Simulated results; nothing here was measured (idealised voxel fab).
This section sets out a process module, namely voxel capacitor over wiring.
Shown is cross-section cut, with a width of 185 nm and square cells of size 5 nm.
Reading order for cross-sections: top band down to bottom band. Underlying form: a grid of square cells. Band size: one or more rows of cells. What a band's entry tells you: where the top is and where the bottom is, as heights in nm, and after that what lies inside, material by material from left to right, each with its width in nm. Empty space is written as the word "blank", and a single material marked with the word "throughout" occupies the band from edge to edge. For the purposes of this specification, 0 denotes the height below which the wafer in its as-received condition is composed wholly of one material, and the lowermost band, lacking a lower limit, extends downward without end, as expressed in "0 nm and below". A width such as "30 to 40" changes by the same amount from each row of cells to the next, from the band's top row to its bottom row. The designation "nothing changed", where it is given for a processing step, indicates that no cell of the cross-section was altered in the course of that step. "Unvented voids": sealed empty spaces, 8 cells or more, no open way to top, listed width x height at distance, with distance from the left edge and width, height and distance in nm. Formally, on a step line, whatever follows the settings is a remark that the simulator itself makes on the step. overlay nm: mask offset rightward from planned place, masked step; negative means leftward offset.

**The steps planned for the process are as follows**
1: RECEIVE | material Si
2: CONFORMAL_DEP | material SiO2 | thk nm 10
3: CONFORMAL_DEP | material SiCN | thk nm 5
4: DIRECTIONAL_DEP | material lowk | thk nm 15
5: MASKED_ETCH | tone open | mask id METAL_1 | width nm 30 | pitch nm 85 | etch materials lowk | depth nm 15 | overlay nm 0
6: MASKED_ETCH | tone open | mask id METAL_1 | width nm 30 | pitch nm 85 | etch materials SiCN | depth nm 5 | overlay nm 0
7: CONFORMAL_DEP | material TiN | thk nm 5
8: FILL_DEP | material Cu | thk nm 5
9: CMP | height nm 30
10: CONFORMAL_DEP | material SiCN | thk nm 5
11: DIRECTIONAL_DEP | material SiO2 | thk nm 10
12: PATTERN | tone open | mask id PLUG_1 | material resist | width nm 15 | thk nm 20 | overlay nm 0
13: DIRECTIONAL_ETCH | etch materials SiO2 | depth nm 10
14: DIRECTIONAL_ETCH | etch materials SiCN | depth nm 5
15: STRIP | etch materials resist
16: CONFORMAL_DEP | material TiN | thk nm 5
17: FILL_DEP | material Cu | thk nm 5
18: CMP | height nm 45
19: DIRECTIONAL_DEP | material TiN | thk nm 5
20: DIRECTIONAL_DEP | material SiN | thk nm 5
21: DIRECTIONAL_DEP | material TiN | thk nm 5
22: PATTERN | tone cover | mask id UPPER_PLATE | material resist | width nm 60 | thk nm 20 | overlay nm 0
23: DIRECTIONAL_ETCH | etch materials TiN | depth nm 5
24: DIRECTIONAL_ETCH | etch materials SiN | depth nm 5
25: STRIP | etch materials resist
26: PATTERN | tone cover | mask id LOWER_PLATE | material resist | width nm 70 | thk nm 20 | overlay nm 0
27: DIRECTIONAL_ETCH | etch materials TiN | depth nm 5
28: STRIP | etch materials resist
29: FILL_DEP | material SiO2 | thk nm 20
30: CMP | height nm 75
31: MASKED_ETCH | tone open | mask id PLUG_2 | width nm 15 | etch materials SiO2 | depth nm 15 | overlay nm 0
32: CONFORMAL_DEP | material TiN | thk nm 5
33: FILL_DEP | material Ru | thk nm 5
34: CMP | height nm 75
35: CONFORMAL_DEP | material SiCN | thk nm 5

**Incoming wafer, cross-sectional view, post step 1**
0 nm and below | Si throughout
Unvented voids: none

**Module complete - cross-section of the first of two wafers, run according to plan**
80 nm to 75 nm | SiCN throughout
75 nm to 65 nm | 60 nm SiO2 | 5 nm TiN | 5 nm Ru | 5 nm TiN | 110 nm SiO2
65 nm to 55 nm | 60 to 50 nm SiO2 | 15 to 60 nm TiN | 110 to 75 nm SiO2
55 nm to 50 nm | 50 nm SiO2 | 60 nm SiN | 75 nm SiO2
50 nm to 45 nm | 45 nm SiO2 | 70 nm TiN | 70 nm SiO2
45 nm to 35 nm | 50 nm SiO2 | 5 nm TiN | 5 nm Cu | 5 nm TiN | 120 nm SiO2
35 nm to 30 nm | 50 nm SiCN | 15 nm TiN | 120 nm SiCN
30 nm to 15 nm | 35 nm lowk | 5 nm TiN | 20 nm Cu | 5 nm TiN | 55 nm lowk | 5 nm TiN | 20 nm Cu | 5 nm TiN | 35 nm lowk
15 nm to 10 nm | 35 nm SiCN | 30 nm TiN | 55 nm SiCN | 30 nm TiN | 35 nm SiCN
10 nm to 0 nm | SiO2 throughout
0 nm and below | Si throughout
Unvented voids: none

**Now the second wafer, cross-sectioned at the end of the module. Nothing different at the start, nothing different in the plan compared with the first, just one mistake when it was actually run**
80 nm to 75 nm | SiCN throughout
75 nm to 65 nm | 60 nm SiO2 | 5 nm TiN | 5 nm Ru | 5 nm TiN | 110 nm SiO2
65 nm to 55 nm | 60 to 55 nm SiO2 | 15 to 50 nm TiN | 110 to 80 nm SiO2
55 nm to 50 nm | 55 nm SiO2 | 50 nm SiN | 80 nm SiO2
50 nm to 45 nm | 45 nm SiO2 | 70 nm TiN | 70 nm SiO2
45 nm to 35 nm | 50 nm SiO2 | 5 nm TiN | 5 nm Cu | 5 nm TiN | 120 nm SiO2
35 nm to 30 nm | 50 nm SiCN | 15 nm TiN | 120 nm SiCN
30 nm to 15 nm | 35 nm lowk | 5 nm TiN | 20 nm Cu | 5 nm TiN | 55 nm lowk | 5 nm TiN | 20 nm Cu | 5 nm TiN | 35 nm lowk
15 nm to 10 nm | 35 nm SiCN | 30 nm TiN | 55 nm SiCN | 30 nm TiN | 35 nm SiCN
10 nm to 0 nm | SiO2 throughout
0 nm and below | Si throughout
Unvented voids: none
Error vs. plan: step 22 was not run as planned; what actually ran was PATTERN | tone cover | mask id UPPER_PLATE | material resist | width nm 50 | thk nm 20 | overlay nm 0
Wrapping up, a cell-based count of both wafers puts the second over or under the first for these materials: 2 fewer of SiN | 4 more of SiO2 | 2 fewer of TiN
